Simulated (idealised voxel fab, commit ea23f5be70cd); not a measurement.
Process module, titled voxel capacitor over wiring
Pictured: cross-section cut, 225 nm wide, on a grid of 5 nm square cells.
When this document writes out a cross-section, it uses a grid of square cells and lists it as bands, beginning at the top and moving down, with a band standing for one or more rows of cells.
Band: top height; bottom height; in nm. Then, left to right: material with width in nm, for each material. "edge to edge": a single material spanning edge to edge. "empty": empty space.
All heights in this document are referenced to 0, defined as the level beneath which the wafer, as received, consists entirely of one material. The lowest band is not bounded below; it extends indefinitely downward and is written in the form "top 0, no bottom".
With a width like "30 to 40", each row of cells in the band differs from the next by the same amount, the top row carrying the first number and the bottom row the second.
Basically "no alterations made" means that step didn't change any cell in the cross-section.
Enclosed voids (no open way to top), threshold 8 cells or more, entry "Voids, fully enclosed", notation width x height at distance, distance from left edge, nm.
On a step's line, text after the settings is the simulator commenting on that step.
"overlay nm" answers the question of how far to the right of plan the mask lay on a step that has a mask, and when it is negative the answer is to the left.
### This section lists the process steps that were planned
1 RECEIVE [material Si]
2 CONFORMAL_DEP [material SiO2] [thk nm 15]
3 CONFORMAL_DEP [material SiCN] [thk nm 5]
4 DIRECTIONAL_DEP [material SiO2] [thk nm 20]
5 MASKED_ETCH [tone open] [mask id METAL_1] [width nm 30] [pitch nm 90] [etch materials SiO2] [depth nm 20] [overlay nm 0]
6 MASKED_ETCH [tone open] [mask id METAL_1] [width nm 30] [pitch nm 90] [etch materials SiCN] [depth nm 5] [overlay nm 0]
7 CONFORMAL_DEP [material TiN] [thk nm 5]
8 FILL_DEP [material Cu] [thk nm 10]
9 CMP [height nm 40]
10 CONFORMAL_DEP [material SiCN] [thk nm 5]
11 DIRECTIONAL_DEP [material lowk] [thk nm 15]
12 DIRECTIONAL_DEP [material aC] [thk nm 10]
13 PATTERN [tone open] [mask id PLUG_1] [material resist] [width nm 15] [thk nm 30] [overlay nm 0]
14 DIRECTIONAL_ETCH [etch materials aC] [depth nm 10]
15 STRIP [etch materials resist]
16 DIRECTIONAL_ETCH [etch materials lowk] [depth nm 15]
17 DIRECTIONAL_ETCH [etch materials SiCN] [depth nm 5]
18 STRIP [etch materials aC]
19 CONFORMAL_DEP [material TiN] [thk nm 5]
20 FILL_DEP [material Ru] [thk nm 5]
21 CMP [height nm 60]
22 DIRECTIONAL_DEP [material TiN] [thk nm 5]
23 DIRECTIONAL_DEP [material SiN] [thk nm 5]
24 DIRECTIONAL_DEP [material TiN] [thk nm 5]
25 DIRECTIONAL_DEP [material aC] [thk nm 10]
26 PATTERN [tone cover] [mask id UPPER_PLATE] [material resist] [width nm 65] [thk nm 25] [overlay nm 0]
27 DIRECTIONAL_ETCH [etch materials aC] [depth nm 10]
28 STRIP [etch materials resist]
29 DIRECTIONAL_ETCH [etch materials TiN] [depth nm 5]
30 DIRECTIONAL_ETCH [etch materials SiN] [depth nm 5]
31 STRIP [etch materials aC]
32 MASKED_ETCH [tone cover] [mask id LOWER_PLATE] [width nm 75] [etch materials TiN] [depth nm 5] [overlay nm 0]
33 FILL_DEP [material SiO2] [thk nm 20]
34 CMP [height nm 90]
35 PATTERN [tone open] [mask id PLUG_2] [material resist] [width nm 15] [thk nm 20] [overlay nm 0]
36 DIRECTIONAL_ETCH [etch materials SiO2] [depth nm 15]
37 STRIP [etch materials resist]
38 CONFORMAL_DEP [material TiN] [thk nm 5]
39 FILL_DEP [material Ru] [thk nm 5]
40 CMP [height nm 90]
41 CONFORMAL_DEP [material SiCN] [thk nm 5]
### Cross-section: wafer on arrival = after step 1
	top 0, no bottom  Si edge to edge
	Voids, fully enclosed: none
### First wafer of two, sectioned at end of module; run went per plan
	top 95, bottom 90  SiCN edge to edge
	top 90, bottom 80  SiO2 75 nm, then TiN 5 nm, then Ru 5 nm, then TiN 5 nm, then SiO2 135 nm
	top 80, bottom 70  SiO2 75 to 65 nm, then TiN 15 to 65 nm, then SiO2 135 to 95 nm
	top 70, bottom 65  SiO2 65 nm, then SiN 65 nm, then SiO2 95 nm
	top 65, bottom 60  SiO2 60 nm, then TiN 75 nm, then SiO2 90 nm
	top 60, bottom 45  lowk 65 nm, then TiN 5 nm, then Ru 5 nm, then TiN 5 nm, then lowk 145 nm
	top 45, bottom 40  SiCN 65 nm, then TiN 15 nm, then SiCN 145 nm
	top 40, bottom 20  SiO2 50 nm, then TiN 5 nm, then Cu 20 nm, then TiN 5 nm, then SiO2 60 nm, then TiN 5 nm, then Cu 20 nm, then TiN 5 nm, then SiO2 55 nm
	top 20, bottom 15  SiCN 50 nm, then TiN 30 nm, then SiCN 60 nm, then TiN 30 nm, then SiCN 55 nm
	top 15, bottom 0  SiO2 edge to edge
	top 0, no bottom  Si edge to edge
	Voids, fully enclosed: none
### Cross-sectional view: second of two wafers, end of module; start and plan identical to the first, one mistake in running
	top 95, bottom 90  SiCN edge to edge
	top 90, bottom 80  SiO2 75 nm, then TiN 5 nm, then Ru 5 nm, then TiN 5 nm, then SiO2 135 nm
	top 80, bottom 75  SiO2 75 nm, then TiN 15 nm, then SiO2 135 nm
	top 75, bottom 70  SiO2 60 nm, then TiN 5 nm, then SiO2 65 nm, then TiN 5 nm, then SiO2 90 nm
	top 70, bottom 65  SiN 65 nm, then SiO2 65 nm, then SiN 95 nm
	top 65, bottom 60  TiN edge to edge
	top 60, bottom 45  lowk 65 nm, then TiN 5 nm, then Ru 5 nm, then TiN 5 nm, then lowk 145 nm
	top 45, bottom 40  SiCN 65 nm, then TiN 15 nm, then SiCN 145 nm
	top 40, bottom 20  SiO2 50 nm, then TiN 5 nm, then Cu 20 nm, then TiN 5 nm, then SiO2 60 nm, then TiN 5 nm, then Cu 20 nm, then TiN 5 nm, then SiO2 55 nm
	top 20, bottom 15  SiCN 50 nm, then TiN 30 nm, then SiCN 60 nm, then TiN 30 nm, then SiCN 55 nm
	top 15, bottom 0  SiO2 edge to edge
	top 0, no bottom  Si edge to edge
	Voids, fully enclosed: none
Want to know what went wrong? step 26 was processed under conditions differing from the plan, specifically as PATTERN [tone open] [mask id UPPER_PLATE] [material resist] [width nm 65] [thk nm 25] [overlay nm 0]
Wafer comparison, final, in cells, second relative to first, materials more or fewer: 19 more of SiN | 38 fewer of SiO2 | 19 more of TiN
